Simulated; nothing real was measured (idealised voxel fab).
The name of this process module is voxel transistor to metal.
This is section cut - it's 140 nm across, gridded in 5 nm square cells.
How to read a cross-section here: the picture is a grid of square cells, written as bands going from the top down, and any band can span one or more rows of cells. Basically the band line says how high the top is and how high the bottom is, in nm, and then what's in it from left to right, every material with its width in nm. Empty space shows up as "empty", and if a single material carries "all across" it runs the full band edge to edge. Heights are measured from 0, the level below which the as-received wafer is all one material; the lowest band has no bottom and continues downward, written as in "0 -> down". Quick explanation for "30..40": the width changes in equal steps down the rows of cells, from the first number in the band's top row to the second number in its bottom row. Reading "nothing got changed" for a step: not a cell of the cross-section changed in it. The entry "Sealed void list" lists the empty spaces that cover at least 8 cells and have no open path to the top. Each is written as width x height at distance, where the distance is measured from the left edge and all three values are in nm. Past the settings on a step's line: simulator remark, on that step. You can add "overlay nm" to a step's line. For a step with a mask, it describes how far the mask lay to the right of its planned position, and a negative number describes a lay to the left.
# The following list gives the planned process steps
1,RECEIVE with material Si
2,CONFORMAL_DEP with material SiO2, thk nm 5
3,CONFORMAL_DEP with material SiN, thk nm 15
4,PATTERN with tone cover, mask id ACTIVE, material resist, width nm 105, thk nm 20, overlay nm 0
5,DIRECTIONAL_ETCH with etch materials SiN, depth nm 15
6,DIRECTIONAL_ETCH with etch materials SiO2, depth nm 5
7,DIRECTIONAL_ETCH with etch materials Si, depth nm 30
8,STRIP with etch materials resist
9,FILL_DEP with material SiO2, thk nm 5
10,CMP with height nm 20
11,SELECTIVE_ETCH with etch materials SiO2, depth nm 5
12,STRIP with etch materials SiN
13,SELECTIVE_ETCH with etch materials SiO2, depth nm 5
14,OXIDIZE with depth nm 5
15,DIRECTIONAL_DEP with material polySi, thk nm 25
16,DIRECTIONAL_DEP with material SiCN, thk nm 10
17,DIRECTIONAL_DEP with material aC, thk nm 15
18,PATTERN with tone cover, mask id GATE, material resist, width nm 15, thk nm 30, overlay nm 0
19,DIRECTIONAL_ETCH with etch materials aC, depth nm 15
20,STRIP with etch materials resist
21,DIRECTIONAL_ETCH with etch materials SiCN, depth nm 20
22,DIRECTIONAL_ETCH with etch materials polySi, depth nm 35
23,STRIP with etch materials aC
24,CONFORMAL_DEP with material SiN, thk nm 10
25,DIRECTIONAL_ETCH with etch materials SiN, depth nm 10
26,DIRECTIONAL_ETCH with etch materials SiO2, depth nm 5
27,EPI with material pSi, thk nm 5
28,FILL_DEP with material SiO2, thk nm 5
29,CMP with height nm 35
30,DIRECTIONAL_DEP with material SiO2, thk nm 10
31,DIRECTIONAL_DEP with material aC, thk nm 15
32,PATTERN with tone open, mask id CONTACT, material resist, width nm 20, pitch nm 65, thk nm 30, overlay nm 0
33,DIRECTIONAL_ETCH with etch materials aC, depth nm 15
34,STRIP with etch materials resist
35,DIRECTIONAL_ETCH with etch materials SiO2, depth nm 45
36,STRIP with etch materials aC
37,CONFORMAL_DEP with material TiN, thk nm 5
38,FILL_DEP with material W, thk nm 5
39,CMP with height nm 45
40,DIRECTIONAL_DEP with material TiN, thk nm 5
41,DIRECTIONAL_DEP with material W, thk nm 20
42,MASKED_ETCH with tone cover, mask id METAL_1, width nm 20, pitch nm 65, etch materials W, depth nm 20, overlay nm 0
43,MASKED_ETCH with tone cover, mask id METAL_1, width nm 20, pitch nm 65, etch materials TiN, depth nm 5, overlay nm 0
44,CONFORMAL_DEP with material SiCN, thk nm 5
45,FILL_DEP with material SiO2, thk nm 10
46,CMP with height nm 70
47,CONFORMAL_DEP with material SiCN, thk nm 5
# Cross-section of the incoming wafer, state after step 1
	0 -> down: Si all across
	Sealed void list: none
# Wafer cross-section at module end: first of two, run to plan
	75 -> 70: SiCN all across
	70 -> 50: 20 nm SiO2, 5 nm SiCN, 20 nm W, 5 nm SiCN, 35 nm SiO2, 5 nm SiCN, 20 nm W, 5 nm SiCN, 25 nm SiO2
	50 -> 45: 25 nm SiCN, 20 nm TiN, 45 nm SiCN, 20 nm TiN, 30 nm SiCN
	45 -> 35: 25 nm SiO2, 5 nm TiN, 10 nm W, 5 nm TiN, 45 nm SiO2, 5 nm TiN, 10 nm W, 5 nm TiN, 30 nm SiO2
	35 -> 25: 25 nm SiO2, 5 nm TiN, 10 nm W, 5 nm TiN, 5 nm SiO2, 10 nm SiN, 15 nm SiCN, 10 nm SiN, 5 nm SiO2, 5 nm TiN, 10 nm W, 5 nm TiN, 30 nm SiO2
	25 -> 10: 25 nm SiO2, 5 nm TiN, 10 nm W, 5 nm TiN, 5 nm SiO2, 10 nm SiN, 15 nm polySi, 10 nm SiN, 5 nm SiO2, 5 nm TiN, 10 nm W, 5 nm TiN, 30 nm SiO2
	10 -> 5: 10 nm SiO2, 10 nm SiN, 5 nm SiO2, 5 nm TiN, 10 nm W, 5 nm TiN, 5 nm SiO2, 10 nm SiN, 15 nm polySi, 10 nm SiN, 5 nm SiO2, 5 nm TiN, 10 nm W, 5 nm TiN, 5 nm SiO2, 10 nm SiN, 15 nm SiO2
	5 -> 0: 10 nm SiO2, 10 nm SiN, 5 nm SiO2, 20 nm TiN, 5 nm SiO2, 10 nm SiN, 15 nm polySi, 10 nm SiN, 5 nm SiO2, 20 nm TiN, 5 nm SiO2, 10 nm SiN, 15 nm SiO2
	0 -> -5: 20 nm SiO2, 30 nm pSi, 35 nm SiO2, 30 nm pSi, 25 nm SiO2
	-5 -> -30: 15 nm SiO2, 105 nm Si, 20 nm SiO2
	-30 -> down: Si all across
	Sealed void list: none
# Second wafer through the module, sectioned at the end: same beginning and same plan as the first wafer, with one mistake in carrying it out
	75 -> 70: SiCN all across
	70 -> 65: 25 nm SiCN, 20 nm TiN, 45 nm SiCN, 20 nm TiN, 30 nm SiCN
	65 -> 45: W all across
	45 -> 35: 25 nm SiO2, 5 nm TiN, 10 nm W, 5 nm TiN, 45 nm SiO2, 5 nm TiN, 10 nm W, 5 nm TiN, 30 nm SiO2
	35 -> 25: 25 nm SiO2, 5 nm TiN, 10 nm W, 5 nm TiN, 5 nm SiO2, 10 nm SiN, 15 nm SiCN, 10 nm SiN, 5 nm SiO2, 5 nm TiN, 10 nm W, 5 nm TiN, 30 nm SiO2
	25 -> 10: 25 nm SiO2, 5 nm TiN, 10 nm W, 5 nm TiN, 5 nm SiO2, 10 nm SiN, 15 nm polySi, 10 nm SiN, 5 nm SiO2, 5 nm TiN, 10 nm W, 5 nm TiN, 30 nm SiO2
	10 -> 5: 10 nm SiO2, 10 nm SiN, 5 nm SiO2, 5 nm TiN, 10 nm W, 5 nm TiN, 5 nm SiO2, 10 nm SiN, 15 nm polySi, 10 nm SiN, 5 nm SiO2, 5 nm TiN, 10 nm W, 5 nm TiN, 5 nm SiO2, 10 nm SiN, 15 nm SiO2
	5 -> 0: 10 nm SiO2, 10 nm SiN, 5 nm SiO2, 20 nm TiN, 5 nm SiO2, 10 nm SiN, 15 nm polySi, 10 nm SiN, 5 nm SiO2, 20 nm TiN, 5 nm SiO2, 10 nm SiN, 15 nm SiO2
	0 -> -5: 20 nm SiO2, 30 nm pSi, 35 nm SiO2, 30 nm pSi, 25 nm SiO2
	-5 -> -30: 15 nm SiO2, 105 nm Si, 20 nm SiO2
	-30 -> down: Si all across
	Sealed void list: none
Want to know what went wrong? plan vs actual: 40 and 41 interchanged
Final wafer comparison in cells, second versus first, more or fewer per material: SiCN: 16 fewer | SiO2: 64 fewer | W: 80 more
